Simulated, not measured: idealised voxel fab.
Process module, titled voxel gate over fins
It is cross-section cut that appears here, measuring 285 nm in width, its square cells being 5 nm in size.
Cross-section format: a grid of square cells, given as bands from top to bottom; each band is one or more rows of cells. Each band's line starts with the height of the band's top and of its bottom, in nm. Then come its materials from left to right, each with its width in nm. One material with "edge to edge" fills the band from edge to edge. "blank" is empty space. Basically, 0 is our baseline, since under it the wafer straight out of the box is all one material. The bottom band has no lower end and keeps on going down, so it looks like "0 -> down". Note: "30..40" means the width goes from the first number (top row of the band) to the second number (bottom row) in equal steps per row of cells. "nothing different" (step): cross-section cells unchanged, all of them. Closed empty spaces (no open way to the top) of 8 cells or more are what "Fully sealed cavities" lists, each as width x height at distance from the left edge, nm for all three. after a step's settings: what the simulator itself notes on the step. What "overlay nm" on a step's line means: if the step has a mask, that mask lay this far to the right of its planned place, or, when the value is negative, to the left.

So here's the lineup of process steps we planned
- 1: RECEIVE: material Si
- 2: CONFORMAL_DEP: material SiN, thk nm 10
- 3: MASKED_ETCH: tone cover, mask id FINS, width nm 15, pitch nm 60, etch materials SiN, depth nm 10, overlay nm 0
- 4: MASKED_ETCH: tone cover, mask id FINS, width nm 15, pitch nm 60, etch materials Si, depth nm 35, overlay nm 0
- 5: OXIDIZE: depth nm 5
- 6: FILL_DEP: material SiO2, thk nm 10
- 7: CMP: height nm 10
- 8: PATTERN: tone open, mask id RAIL, material resist, width nm 15, thk nm 20, overlay nm 0
- 9: DIRECTIONAL_ETCH: etch materials SiO2, depth nm 40
- 10: STRIP: etch materials resist
- 11: CONFORMAL_DEP: material TiN, thk nm 5
- 12: FILL_DEP: material W, thk nm 10
- 13: CMP: height nm 10
- 14: SELECTIVE_ETCH: etch materials W Ru TiN, depth nm 35
- 15: FILL_DEP: material SiO2, thk nm 5
- 16: CMP: height nm 10
- 17: SELECTIVE_ETCH: etch materials SiO2, depth nm 25
- 18: STRIP: etch materials SiN
- 19: CONFORMAL_DEP: material HfO2, thk nm 5
- 20: CONFORMAL_DEP: material TiN, thk nm 5
- 21: CONFORMAL_DEP: material TiAl, thk nm 5
- 22: CONFORMAL_DEP: material TiN, thk nm 5
- 23: FILL_DEP: material W, thk nm 10
- 24: CMP: height nm 25
- 25: CONFORMAL_DEP: material SiCN, thk nm 10

Cross-section, incoming material, after step 1
    0 -> down  Si edge to edge
    Fully sealed cavities: none

Final cross-section, module run with one mistake (start and plan as above)
    35 -> 25  SiCN edge to edge
    25 -> 20  W edge to edge
    20 -> 15  W=90 | TiN=45 | W=15 | TiN=45 | W=90
    15 -> 10  W=90 | TiN=5 | TiAl=35 | TiN=5 | W=15 | TiN=5 | TiAl=35 | TiN=5 | W=90
    10 -> 5  W=90 | TiN=5 | TiAl=5 | TiN=25 | TiAl=5 | TiN=5 | W=15 | TiN=5 | TiAl=5 | TiN=25 | TiAl=5 | TiN=5 | W=90
    5 -> 0  TiN=95 | TiAl=5 | TiN=5 | HfO2=15 | TiN=5 | TiAl=5 | TiN=25 | TiAl=5 | TiN=5 | HfO2=15 | TiN=5 | TiAl=5 | TiN=95
    0 -> -5  TiAl=100 | TiN=5 | HfO2=5 | Si=5 | HfO2=5 | TiN=5 | TiAl=35 | TiN=5 | HfO2=5 | Si=5 | HfO2=5 | TiN=5 | TiAl=100
    -5 -> -10  TiN=105 | HfO2=5 | Si=5 | HfO2=5 | TiN=45 | HfO2=5 | Si=5 | HfO2=5 | TiN=105
    -10 -> -15  HfO2=110 | Si=5 | HfO2=55 | Si=5 | HfO2=110
    -15 -> -25  SiO2=110 | Si=5 | SiO2=55 | Si=5 | SiO2=110
    -25 -> -30  SiO2=110 | Si=5 | SiO2=15 | TiN=15 | SiO2=25 | Si=5 | SiO2=110
    -30 -> -40  SiO2=110 | Si=5 | SiO2=55 | Si=5 | SiO2=110
    -40 -> down  Si edge to edge
    Fully sealed cavities: none
It is concluded that the wafer was processed incorrectly with respect to the plan, in that step 8 deviated from plan and actually ran as PATTERN: tone open, mask id RAIL, material resist, width nm 15, thk nm 20, overlay nm -5
